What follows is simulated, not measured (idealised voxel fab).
A process module follows: voxel capacitor over wiring.
205 nm wide, 5 nm square cells: that's cross-section cut.
Each cross-section below is a grid of square cells, stated as bands in top-down order, with one or more rows of cells making up each band. Top height, bottom height, nm. Materials left to right, width each, nm. Single material + "everywhere" = fills band edge to edge. "air" = empty. Height 0 is the level under which the wafer as received is all one material. The lowest band goes on downwards, as in "from 0 down". Quick explanation for "30..40": the width changes in equal steps down the rows of cells, from the first number in the band's top row to the second number in its bottom row. Step note "no alterations made" = no cross-section cell changed. Any empty space of 8 cells or more lacking an open way to the top shows up in "Sealed cavities" as width x height at distance, distance from the left edge, in nm. If you see something after the settings on a step's line, that's the simulator's own remark about that step. overlay nm: how far to the right of its planned place the mask lay on this masked step (negative: to the left).

So here's the lineup of process steps we planned:
1,RECEIVE (material Si)
2,CONFORMAL_DEP (material SiO2; thk nm 15)
3,DIRECTIONAL_DEP (material TiN; thk nm 5)
4,DIRECTIONAL_DEP (material Ru; thk nm 20)
5,PATTERN (tone cover; mask id METAL_1; material resist; width nm 25; pitch nm 90; thk nm 20; overlay nm 0)
6,DIRECTIONAL_ETCH (etch materials Ru; depth nm 20)
7,DIRECTIONAL_ETCH (etch materials TiN; depth nm 5)
8,STRIP (etch materials resist)
9,CONFORMAL_DEP (material SiCN; thk nm 5)
10,FILL_DEP (material lowk; thk nm 5)
11,CMP (height nm 40)
12,CONFORMAL_DEP (material SiCN; thk nm 5)
13,DIRECTIONAL_DEP (material SiO2; thk nm 10)
14,PATTERN (tone open; mask id PLUG_1; material resist; width nm 15; thk nm 20; overlay nm 0)
15,DIRECTIONAL_ETCH (etch materials SiO2; depth nm 10)
16,DIRECTIONAL_ETCH (etch materials SiCN; depth nm 5)
17,STRIP (etch materials resist)
18,EPI (material Ru; thk nm 10)
19,EPI (material Ru; thk nm 5)
20,DIRECTIONAL_DEP (material TiN; thk nm 10)
21,DIRECTIONAL_DEP (material Al2O3; thk nm 5)
22,DIRECTIONAL_DEP (material TiN; thk nm 10)
23,PATTERN (tone cover; mask id UPPER_PLATE; material resist; width nm 70; thk nm 15; overlay nm 0)
24,DIRECTIONAL_ETCH (etch materials TiN; depth nm 10)
25,DIRECTIONAL_ETCH (etch materials Al2O3; depth nm 5)
26,STRIP (etch materials resist)
27,PATTERN (tone cover; mask id LOWER_PLATE; material resist; width nm 80; thk nm 20; overlay nm 0)
28,DIRECTIONAL_ETCH (etch materials TiN; depth nm 10)
29,STRIP (etch materials resist)
30,FILL_DEP (material SiO2; thk nm 20)
31,CMP (height nm 95)
32,DIRECTIONAL_DEP (material aC; thk nm 15)
33,PATTERN (tone open; mask id PLUG_2; material resist; width nm 15; thk nm 30; overlay nm 0)
34,DIRECTIONAL_ETCH (etch materials aC; depth nm 15)
35,STRIP (etch materials resist)
36,DIRECTIONAL_ETCH (etch materials SiO2; depth nm 15)
37,STRIP (etch materials aC)
38,CONFORMAL_DEP (material TiN; thk nm 5)
39,FILL_DEP (material W; thk nm 10)
40,CMP (height nm 95)
41,CONFORMAL_DEP (material SiCN; thk nm 5)

The first of two wafers, run as planned:

Shown in cross-section is the wafer as received, that is, as it stands after step 1:
* from 0 down  Si everywhere
* Sealed cavities: none

Sectional view: wafer, after step 2:
* from 15 to 0  SiO2 everywhere
* Whatever lies below 0 is exactly as it was before.

Sectional view: wafer, after step 3:
* from 20 to 15  TiN everywhere
* Whatever lies below 15 is exactly as it was before.

Sectional view: wafer, after step 4:
* from 40 to 20  Ru everywhere
* Whatever lies below 20 is exactly as it was before.

Sectional view: wafer, after step 5:
* from 60 to 40  air=45, then resist=25, then air=65, then resist=25, then air=45
* Whatever lies below 40 is exactly as it was before.

Sectional view: wafer, after step 6:
* from 60 to 40  air=45, then resist=25, then air=65, then resist=25, then air=45
* from 40 to 20  air=45, then Ru=25, then air=65, then Ru=25, then air=45
* Whatever lies below 20 is exactly as it was before.

Sectional view: wafer, after step 7:
* from 60 to 40  air=45, then resist=25, then air=65, then resist=25, then air=45
* from 40 to 20  air=45, then Ru=25, then air=65, then Ru=25, then air=45
* from 20 to 15  air=45, then TiN=25, then air=65, then TiN=25, then air=45
* Whatever lies below 15 is exactly as it was before.

Sectional view: wafer, after step 8:
* from 40 to 20  air=45, then Ru=25, then air=65, then Ru=25, then air=45
* Whatever lies below 20 is exactly as it was before.

Sectional view: wafer, after step 9:
* from 45 to 40  air=40, then SiCN=35, then air=55, then SiCN=35, then air=40
* from 40 to 20  air=40, then SiCN=5, then Ru=25, then SiCN=5, then air=55, then SiCN=5, then Ru=25, then SiCN=5, then air=40
* from 20 to 15  SiCN=45, then TiN=25, then SiCN=65, then TiN=25, then SiCN=45
* Whatever lies below 15 is exactly as it was before.

Sectional view: wafer, after step 10:
* from 50 to 45  lowk everywhere
* from 45 to 40  lowk=40, then SiCN=35, then lowk=55, then SiCN=35, then lowk=40
* from 40 to 20  lowk=40, then SiCN=5, then Ru=25, then SiCN=5, then lowk=55, then SiCN=5, then Ru=25, then SiCN=5, then lowk=40
* Whatever lies below 20 is exactly as it was before.

Sectional view: wafer, after step 11:
* from 40 to 20  lowk=40, then SiCN=5, then Ru=25, then SiCN=5, then lowk=55, then SiCN=5, then Ru=25, then SiCN=5, then lowk=40
* Whatever lies below 20 is exactly as it was before.

Sectional view: wafer, after step 12:
* from 45 to 40  SiCN everywhere
* Whatever lies below 40 is exactly as it was before.

Sectional view: wafer, after step 13:
* from 55 to 45  SiO2 everywhere
* Whatever lies below 45 is exactly as it was before.

Sectional view: wafer, after step 14:
* from 75 to 55  resist=55, then air=15, then resist=135
* Whatever lies below 55 is exactly as it was before.

Sectional view: wafer, after step 15:
* from 75 to 55  resist=55, then air=15, then resist=135
* from 55 to 45  SiO2=55, then air=15, then SiO2=135
* Whatever lies below 45 is exactly as it was before.

Sectional view: wafer, after step 16:
* from 75 to 55  resist=55, then air=15, then resist=135
* from 55 to 45  SiO2=55, then air=15, then SiO2=135
* from 45 to 40  SiCN=55, then air=15, then SiCN=135
* Whatever lies below 40 is exactly as it was before.

Sectional view: wafer, after step 17:
* from 55 to 45  SiO2=55, then air=15, then SiO2=135
* Whatever lies below 45 is exactly as it was before.

Sectional view: wafer, after step 18:
* from 55 to 50  SiO2=55, then air=15, then SiO2=135
* from 50 to 45  SiO2=55, then Ru=15, then SiO2=135
* from 45 to 40  SiCN=55, then Ru=15, then SiCN=135
* Whatever lies below 40 is exactly as it was before.

Sectional view: wafer, after step 19:
* from 55 to 45  SiO2=55, then Ru=15, then SiO2=135
* Whatever lies below 45 is exactly as it was before.

Sectional view: wafer, after step 20:
* from 65 to 55  TiN everywhere
* Whatever lies below 55 is exactly as it was before.

Sectional view: wafer, after step 21:
* from 70 to 65  Al2O3 everywhere
* Whatever lies below 65 is exactly as it was before.

Sectional view: wafer, after step 22:
* from 80 to 70  TiN everywhere
* Whatever lies below 70 is exactly as it was before.

Sectional view: wafer, after step 23:
* from 95 to 80  air=55, then resist=70, then air=80
* Whatever lies below 80 is exactly as it was before.

Sectional view: wafer, after step 24:
* from 95 to 80  air=55, then resist=70, then air=80
* from 80 to 70  air=55, then TiN=70, then air=80
* Whatever lies below 70 is exactly as it was before.

Sectional view: wafer, after step 25:
* from 95 to 80  air=55, then resist=70, then air=80
* from 80 to 70  air=55, then TiN=70, then air=80
* from 70 to 65  air=55, then Al2O3=70, then air=80
* Whatever lies below 65 is exactly as it was before.

Sectional view: wafer, after step 26:
* from 80 to 70  air=55, then TiN=70, then air=80
* Whatever lies below 70 is exactly as it was before.

Sectional view: wafer, after step 27:
* from 100 to 80  air=50, then resist=80, then air=75
* from 80 to 70  air=50, then resist=5, then TiN=70, then resist=5, then air=75
* from 70 to 65  air=50, then resist=5, then Al2O3=70, then resist=5, then air=75
* Whatever lies below 65 is exactly as it was before.

Sectional view: wafer, after step 28:
* from 100 to 80  air=50, then resist=80, then air=75
* from 80 to 70  air=50, then resist=5, then TiN=70, then resist=5, then air=75
* from 70 to 65  air=50, then resist=5, then Al2O3=70, then resist=5, then air=75
* from 65 to 55  air=50, then TiN=80, then air=75
* Whatever lies below 55 is exactly as it was before.

Sectional view: wafer, after step 29:
* from 80 to 70  air=55, then TiN=70, then air=80
* from 70 to 65  air=55, then Al2O3=70, then air=80
* Whatever lies below 65 is exactly as it was before.

Sectional view: wafer, after step 30:
* from 100 to 80  SiO2 everywhere
* from 80 to 70  SiO2=55, then TiN=70, then SiO2=80
* from 70 to 65  SiO2=55, then Al2O3=70, then SiO2=80
* from 65 to 55  SiO2=50, then TiN=80, then SiO2=75
* Whatever lies below 55 is exactly as it was before.

Sectional view: wafer, after step 31:
* from 95 to 80  SiO2 everywhere
* Whatever lies below 80 is exactly as it was before.

Sectional view: wafer, after step 32:
* from 110 to 95  aC everywhere
* Whatever lies below 95 is exactly as it was before.

Sectional view: wafer, after step 33:
* from 140 to 110  resist=65, then air=15, then resist=125
* Whatever lies below 110 is exactly as it was before.

Sectional view: wafer, after step 34:
* from 125 to 110  resist=65, then air=15, then resist=125
* from 110 to 95  aC=65, then air=15, then aC=125
* Whatever lies below 95 is exactly as it was before.

Sectional view: wafer, after step 35:
* from 110 to 95  aC=65, then air=15, then aC=125
* Whatever lies below 95 is exactly as it was before.

Sectional view: wafer, after step 36:
* from 110 to 95  aC=65, then air=15, then aC=125
* from 95 to 80  SiO2=65, then air=15, then SiO2=125
* Whatever lies below 80 is exactly as it was before.

Sectional view: wafer, after step 37:
* from 95 to 80  SiO2=65, then air=15, then SiO2=125
* Whatever lies below 80 is exactly as it was before.

Sectional view: wafer, after step 38:
* from 100 to 95  TiN=70, then air=5, then TiN=130
* from 95 to 85  SiO2=65, then TiN=5, then air=5, then TiN=5, then SiO2=125
* from 85 to 80  SiO2=65, then TiN=15, then SiO2=125
* Whatever lies below 80 is exactly as it was before.

Sectional view: wafer, after step 39:
* from 110 to 100  W everywhere
* from 100 to 95  TiN=70, then W=5, then TiN=130
* from 95 to 85  SiO2=65, then TiN=5, then W=5, then TiN=5, then SiO2=125
* Whatever lies below 85 is exactly as it was before.

Sectional view: wafer, after step 40:
* from 95 to 85  SiO2=65, then TiN=5, then W=5, then TiN=5, then SiO2=125
* Whatever lies below 85 is exactly as it was before.

Sectional view: wafer, after step 41:
* from 100 to 95  SiCN everywhere
* Whatever lies below 95 is exactly as it was before.

Here the second wafer is described. Its start and its plan were those of the first wafer. Its run contained one mistake. Up to and including step 20, it did exactly what the first wafer did:

Second wafer, sectioned view, at step 21's planned end time:
* from 70 to 65  aC everywhere
* Whatever lies below 65 is exactly as it was before.

Second wafer, sectioned view, at step 22's planned end time:
* from 80 to 70  TiN everywhere
* Whatever lies below 70 is exactly as it was before.

Second wafer, sectioned view, at step 23's planned end time:
* from 95 to 80  air=55, then resist=70, then air=80
* Whatever lies below 80 is exactly as it was before.

Second wafer, sectioned view, at step 24's planned end time:
* from 95 to 80  air=55, then resist=70, then air=80
* from 80 to 70  air=55, then TiN=70, then air=80
* Whatever lies below 70 is exactly as it was before.

Second wafer, sectioned view, at step 25's planned end time: no alterations made

Second wafer, sectioned view, at step 26's planned end time:
* from 80 to 70  air=55, then TiN=70, then air=80
* Whatever lies below 70 is exactly as it was before.

Second wafer, sectioned view, at step 27's planned end time:
* from 100 to 80  air=50, then resist=80, then air=75
* from 80 to 70  air=50, then resist=5, then TiN=70, then resist=5, then air=75
* Whatever lies below 70 is exactly as it was before.

Second wafer, sectioned view, at step 28's planned end time: no alterations made

Second wafer, sectioned view, at step 29's planned end time:
* from 80 to 70  air=55, then TiN=70, then air=80
* Whatever lies below 70 is exactly as it was before.

Second wafer, sectioned view, at step 30's planned end time:
* from 100 to 80  SiO2 everywhere
* from 80 to 70  SiO2=55, then TiN=70, then SiO2=80
* Whatever lies below 70 is exactly as it was before.

Second wafer, sectioned view, at step 31's planned end time:
* from 95 to 80  SiO2 everywhere
* Whatever lies below 80 is exactly as it was before.

Second wafer, sectioned view, at step 32's planned end time:
* from 110 to 95  aC everywhere
* Whatever lies below 95 is exactly as it was before.

Second wafer, sectioned view, at step 33's planned end time:
* from 140 to 110  resist=65, then air=15, then resist=125
* Whatever lies below 110 is exactly as it was before.

Second wafer, sectioned view, at step 34's planned end time:
* from 125 to 110  resist=65, then air=15, then resist=125
* from 110 to 95  aC=65, then air=15, then aC=125
* Whatever lies below 95 is exactly as it was before.

Second wafer, sectioned view, at step 35's planned end time:
* from 110 to 95  aC=65, then air=15, then aC=125
* Whatever lies below 95 is exactly as it was before.

Second wafer, sectioned view, at step 36's planned end time:
* from 110 to 95  aC=65, then air=15, then aC=125
* from 95 to 80  SiO2=65, then air=15, then SiO2=125
* Whatever lies below 80 is exactly as it was before.

Second wafer, sectioned view, at step 37's planned end time:
* from 95 to 80  SiO2=65, then air=15, then SiO2=125
* Whatever lies below 80 is exactly as it was before.

Second wafer, sectioned view, at step 38's planned end time:
* from 100 to 95  TiN=70, then air=5, then TiN=130
* from 95 to 85  SiO2=65, then TiN=5, then air=5, then TiN=5, then SiO2=125
* from 85 to 80  SiO2=65, then TiN=15, then SiO2=125
* Whatever lies below 80 is exactly as it was before.

Second wafer, sectioned view, at step 39's planned end time:
* from 110 to 100  W everywhere
* from 100 to 95  TiN=70, then W=5, then TiN=130
* from 95 to 85  SiO2=65, then TiN=5, then W=5, then TiN=5, then SiO2=125
* Whatever lies below 85 is exactly as it was before.

Second wafer, sectioned view, at step 40's planned end time:
* from 95 to 85  SiO2=65, then TiN=5, then W=5, then TiN=5, then SiO2=125
* Whatever lies below 85 is exactly as it was before.

Second wafer, sectioned view, at step 41's planned end time:
* from 100 to 95  SiCN everywhere
* Whatever lies below 95 is exactly as it was before.
Which mistake was made when the wafer was run? rather than as planned, step 21 actually ran as DIRECTIONAL_DEP (material aC; thk nm 5)
Materials where the second wafer ends with more or fewer cells than the first: Al2O3: 14 fewer, SiO2: 77 fewer, TiN: 50 more, aC: 41 more
